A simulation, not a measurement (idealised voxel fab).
process module | voxel fin reveal
cross-section cut | 175 nm wide | cells 5 nm
A cross-section is a grid of square cells, given in bands from the top down. A band is one or more rows of cells.
Each band's line starts with the height of the band's top and of its bottom, in nm. Then come its materials from left to right, each with its width in nm. One material with "throughout" fills the band from edge to edge. "air" is empty space.
Height 0 is the level under which the wafer as received is all one material. The lowest band goes on downwards, as in "0 down".
A width such as "30 to 40" changes by the same amount from each row of cells to the next, from the band's top row to its bottom row.
"no change" after a step means that no cell of the cross-section changed.
closed voids: empty space of 8 cells or more with no open way to the top, each as width x height at its distance from the left edge, in nm
after a step's settings: what the simulator itself notes on the step
overlay nm, on a step with a mask: how far to the right of its planned place the mask lay; to the left if negative
plan
1 op RECEIVE | material Si
2 op CONFORMAL_DEP | material SiN | thk nm 5
3 op MASKED_ETCH | tone cover | mask id FINS | width nm 15 | pitch nm 40 | etch materials SiN | depth nm 5 | overlay nm 0
4 op MASKED_ETCH | tone cover | mask id FINS | width nm 15 | pitch nm 40 | etch materials Si | depth nm 35 | overlay nm 0
5 op FILL_DEP | material SiO2 | thk nm 10
6 op CMP | height nm 5
7 op SELECTIVE_ETCH | etch materials SiO2 | depth nm 20
8 op STRIP | etch materials SiN
first wafer, as planned
as received, after step 1
  0 down: Si throughout
  closed voids: none
after step 2
  5 to 0: SiN throughout
  below 0: unchanged
after step 3
  5 to 0: air 40 | SiN 15 | air 25 | SiN 15 | air 25 | SiN 15 | air 40
  below 0: unchanged
after step 4
  5 to 0: air 40 | SiN 15 | air 25 | SiN 15 | air 25 | SiN 15 | air 40
  0 to -35: air 40 | Si 15 | air 25 | Si 15 | air 25 | Si 15 | air 40
  below -35: unchanged
after step 5
  15 to 5: SiO2 throughout
  5 to 0: SiO2 40 | SiN 15 | SiO2 25 | SiN 15 | SiO2 25 | SiN 15 | SiO2 40
  0 to -35: SiO2 40 | Si 15 | SiO2 25 | Si 15 | SiO2 25 | Si 15 | SiO2 40
  below -35: unchanged
after step 6
  5 to 0: SiO2 40 | SiN 15 | SiO2 25 | SiN 15 | SiO2 25 | SiN 15 | SiO2 40
  below 0: unchanged
after step 7
  5 to 0: air 40 | SiN 15 | air 25 | SiN 15 | air 25 | SiN 15 | air 40
  0 to -15: air 40 | Si 15 | air 25 | Si 15 | air 25 | Si 15 | air 40
  below -15: unchanged
after step 8
  0 to -15: air 40 | Si 15 | air 25 | Si 15 | air 25 | Si 15 | air 40
  below -15: unchanged
second wafer: like start, like plan, one mistake. Through step 6 it matches the first wafer
when step 7 should have ended
  5 to 0: SiO2 40 | air 15 | SiO2 25 | air 15 | SiO2 25 | air 15 | SiO2 40
  below 0: unchanged
when step 8 should have ended
  0 to -15: air 40 | Si 15 | air 25 | Si 15 | air 25 | Si 15 | air 40
  -15 to -20: SiO2 20 | air 20 | Si 15 | air 25 | Si 15 | air 25 | Si 15 | air 20 | SiO2 20
  below -20: unchanged
what went wrong: steps 7 and 8 were swapped
at the end the second wafer has, in cells: 18 fewer of SiO2
